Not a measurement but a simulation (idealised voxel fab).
The name of this process module is voxel ribs on slabs.
In the cross-section labelled cut, the width is 260 nm and each square cell is 5 nm.
Just so we're on the same page, the cross-sections are grids of square cells, and they're listed out in bands top to bottom, each band one or more rows deep.
For a band, the entry starts with two heights in nm, that of the top and then that of the bottom, and carries on with the band's materials in order from left to right, each alongside its width in nm; the word "all across" beside a single material means it fills the band edge to edge, and "blank" means empty space.
For the purposes of this specification, 0 denotes the height below which the wafer in its as-received condition is composed wholly of one material, and the lowermost band, lacking a lower limit, extends downward without end, as expressed in "0 and below".
When a width is written as two numbers, as in "30 to 40", the first number is the width in the top row of cells of the band and the second is the width in its bottom row, and the width changes by the same amount from each row to the next.
"left unchanged" (step): cross-section cells unchanged, all of them.
The entry "Closed void inventory" lists the empty spaces that cover at least 8 cells and have no open path to the top. Each is written as width x height at distance, where the distance is measured from the left edge and all three values are in nm.
Where a step's line continues beyond its settings, the continuation is a remark by the simulator itself on that step.
The line of a step may include "overlay nm". On a step with a mask, this value is how far to the right of its planned place the mask lay. A negative value means the mask lay to the left.
### Process steps foreseen in the plan
- 1: RECEIVE, material Si
- 2: DIRECTIONAL_DEP, material SiO2, thk nm 20
- 3: DIRECTIONAL_DEP, material polySi, thk nm 15
- 4: DIRECTIONAL_DEP, material aC, thk nm 15
- 5: PATTERN, tone cover, mask id RIB, material resist, width nm 20, thk nm 30, overlay nm 0
- 6: DIRECTIONAL_ETCH, etch materials aC, depth nm 15
- 7: STRIP, etch materials resist
- 8: DIRECTIONAL_ETCH, etch materials polySi, depth nm 5
- 9: STRIP, etch materials aC
- 10: DIRECTIONAL_DEP, material aC, thk nm 15
- 11: PATTERN, tone cover, mask id SLAB, material resist, width nm 60, thk nm 30, overlay nm 0
- 12: DIRECTIONAL_ETCH, etch materials aC, depth nm 15
- 13: STRIP, etch materials resist
- 14: DIRECTIONAL_ETCH, etch materials polySi, depth nm 10
- 15: STRIP, etch materials aC
- 16: FILL_DEP, material SiO2, thk nm 25
- 17: CMP, height nm 55
- 18: DIRECTIONAL_DEP, material W, thk nm 10
- 19: MASKED_ETCH, tone cover, mask id HEATER, width nm 30, etch materials W, depth nm 10, overlay nm 0
- 20: CONFORMAL_DEP, material SiO2, thk nm 5
### Cross-section of the wafer upon arrival, representing the state reached after step 1
	0 and below | Si all across
	Closed void inventory: none
### Figure: cross-sectional view of the wafer upon completion of the module, processed from the initial state and according to the plan depicted above, with one error introduced during execution
	65 down to 55 | 115 of blank  30 of W  115 of blank
	55 down to 35 | SiO2 all across
	35 down to 30 | 120 of SiO2  20 of polySi  120 of SiO2
	30 down to 20 | 100 of SiO2  60 of polySi  100 of SiO2
	20 down to 0 | SiO2 all across
	0 and below | Si all across
	Closed void inventory: none
Nonconformance to the process plan: plan step 20 skipped
